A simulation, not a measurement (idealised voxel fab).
The following process module bears the name voxel released beams.
Section cut is 270 nm wide and gridded with 5 nm square cells.
Each cross-section below is a grid of square cells, stated as bands in top-down order, with one or more rows of cells making up each band.
In this notation a band is specified by the heights of its top and bottom, in that order and in nm, after which its materials appear from left to right, each paired with its width in nm. The word "everywhere" attached to a single material means that material fills the band from edge to edge; the word "empty" stands for empty space.
A quick word on heights: they are counted from 0, and under that level the wafer as it came to us is one material throughout. The lowest band is different from the rest in having no bottom; it simply continues downward, written as in "z 0 and below".
When a width is written as two numbers, as in "30->40", the first number is the width in the top row of cells of the band and the second is the width in its bottom row, and the width changes by the same amount from each row to the next.
Step marked "nothing got changed"? Then no cell in the cross-section changed in it.
In "Fully enclosed voids" the enclosed voids are listed, meaning empty spaces of 8 cells or larger without any opening to the top. The form is width x height at distance, distance from the left edge, units nm.
The remark found on a step's line after its settings is issued by the simulator itself and pertains to that step.
"overlay nm" denotes, for a step that has a mask, the displacement of the mask to the right of its planned place, with negative values corresponding to the left.
-- Intended process steps
| 1 | RECEIVE with material Si |
| 2 | CONFORMAL_DEP with material Al2O3, thk nm 10 |
| 3 | DIRECTIONAL_DEP with material SiO2, thk nm 10 |
| 4 | PATTERN with tone open, mask id ANCHOR, material resist, width nm 40, thk nm 20, overlay nm 0 |
| 5 | DIRECTIONAL_ETCH with etch materials SiO2, depth nm 10 |
| 6 | STRIP with etch materials resist |
| 7 | CONFORMAL_DEP with material SiN, thk nm 15 |
| 8 | DIRECTIONAL_DEP with material aC, thk nm 15 |
| 9 | PATTERN with tone cover, mask id BEAM, material resist, width nm 110, thk nm 35, overlay nm 0 |
| 10 | DIRECTIONAL_ETCH with etch materials aC, depth nm 15 |
| 11 | STRIP with etch materials resist |
| 12 | DIRECTIONAL_ETCH with etch materials SiN, depth nm 15 |
| 13 | STRIP with etch materials aC |
| 14 | STRIP with etch materials SiO2 |
-- Received-state cross-section, reflecting completion of step 1
    z 0 and below | Si everywhere
    Fully enclosed voids: none
-- The module was run from the start shown above using the plan shown above, but one mistake was made doing it; the resulting wafer cross-section is below
    z 35 to 25 | empty 75 nm, SiN 10 nm, empty 10 nm, SiN 90 nm, empty 85 nm
    z 25 to 20 | empty 75 nm, SiN 110 nm, empty 85 nm
    z 20 to 10 | empty 70 nm, SiN 40 nm, empty 160 nm
    z 10 to 0 | Al2O3 everywhere
    z 0 and below | Si everywhere
    Fully enclosed voids: none
Plan not followed: it should be noted that step 4 was executed with settings other than those planned, the operation and settings actually applied being PATTERN with tone open, mask id ANCHOR, material resist, width nm 40, thk nm 20, overlay nm -10
